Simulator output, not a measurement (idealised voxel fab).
process module | voxel self aligned contacts
cross-section cut | 275 nm wide | cells 5 nm
A cross-section is a grid of square cells, given in bands from the top down. A band is one or more rows of cells.
Each band's line starts with the height of the band's top and of its bottom, in nm. Then come its materials from left to right, each with its width in nm. One material with "throughout" fills the band from edge to edge. "air" is empty space.
Height 0 is the level under which the wafer as received is all one material. The lowest band goes on downwards, as in "0 down".
A width such as "30 to 40" changes by the same amount from each row of cells to the next, from the band's top row to its bottom row.
"no change" after a step means that no cell of the cross-section changed.
closed voids: empty space of 8 cells or more with no open way to the top, each as width x height at its distance from the left edge, in nm
after a step's settings: what the simulator itself notes on the step
overlay nm, on a step with a mask: how far to the right of its planned place the mask lay; to the left if negative
plan
1 op RECEIVE | material Si
2 op OXIDIZE | depth nm 5
3 op DIRECTIONAL_DEP | material polySi | thk nm 25
4 op DIRECTIONAL_DEP | material SiN | thk nm 15
5 op DIRECTIONAL_DEP | material aC | thk nm 10
6 op PATTERN | tone cover | mask id GATE | material resist | width nm 35 | pitch nm 65 | thk nm 25 | overlay nm 0
7 op DIRECTIONAL_ETCH | etch materials aC | depth nm 10
8 op STRIP | etch materials resist
9 op DIRECTIONAL_ETCH | etch materials SiN | depth nm 15
10 op DIRECTIONAL_ETCH | etch materials polySi | depth nm 25
11 op STRIP | etch materials aC
12 op CONFORMAL_DEP | material SiN | thk nm 5
13 op DIRECTIONAL_ETCH | etch materials SiN | depth nm 5
14 op FILL_DEP | material SiO2 | thk nm 20
15 op CMP | height nm 50
16 op DIRECTIONAL_DEP | material aC | thk nm 15
17 op PATTERN | tone open | mask id CONTACT | material resist | width nm 50 | thk nm 35 | overlay nm 0
18 op DIRECTIONAL_ETCH | etch materials aC | depth nm 15
19 op STRIP | etch materials resist
20 op DIRECTIONAL_ETCH | etch materials SiO2 | depth nm 55
21 op STRIP | etch materials aC
22 op CONFORMAL_DEP | material TiN | thk nm 5
23 op FILL_DEP | material Ru | thk nm 5
24 op CMP | height nm 50
25 op CONFORMAL_DEP | material SiN | thk nm 5
varied across the wafers: thk nm of step 12. The plan shows the first wafer's value. All wafers start alike
first wafer as received, after step 1
  0 down: Si throughout
  closed voids: none
first wafer at the end, after step 25
  55 to 50: SiN throughout
  50 to 40: SiO2 110 | TiN 5 to 20 | Ru 40 to 10 | TiN 5 to 20 | SiO2 115
  40 to 25: SiO2 80 | SiN 45 | TiN 5 | Ru 10 | TiN 5 | SiN 45 | SiO2 85
  25 to 0: SiO2 80 | SiN 5 | polySi 35 | SiN 5 | TiN 5 | Ru 10 | TiN 5 | SiN 5 | polySi 35 | SiN 5 | SiO2 85
  0 to -5: SiO2 125 | TiN 20 | SiO2 130
  -5 down: Si throughout
  closed voids: none
last wafer at the end
  55 to 50: SiN throughout
  50 to 25: SiO2 65 | SiN 140 | SiO2 70
  25 to 15: SiO2 65 | SiN 20 | polySi 35 | SiN 30 | polySi 35 | SiN 20 | SiO2 70
  15 to 0: SiN 85 | polySi 35 | SiN 30 | polySi 35 | SiN 90
  0 to -5: SiO2 throughout
  -5 down: Si throughout
  closed voids: none
each wafer at the end: cells of each material gained (+) or lost (-) since it was received, then its closed voids
thk nm 5 | +26 Ru | -55 Si | +129 SiN | +405 SiO2 | +30 TiN | +70 polySi | closed voids: none
thk nm 10 | -55 Si | +216 SiN | +348 SiO2 | +26 TiN | +70 polySi | closed voids: none
thk nm 15 | -55 Si | +303 SiN | +287 SiO2 | +70 polySi | closed voids: none
thk nm 20 | -55 Si | +346 SiN | +244 SiO2 | +70 polySi | closed voids: none
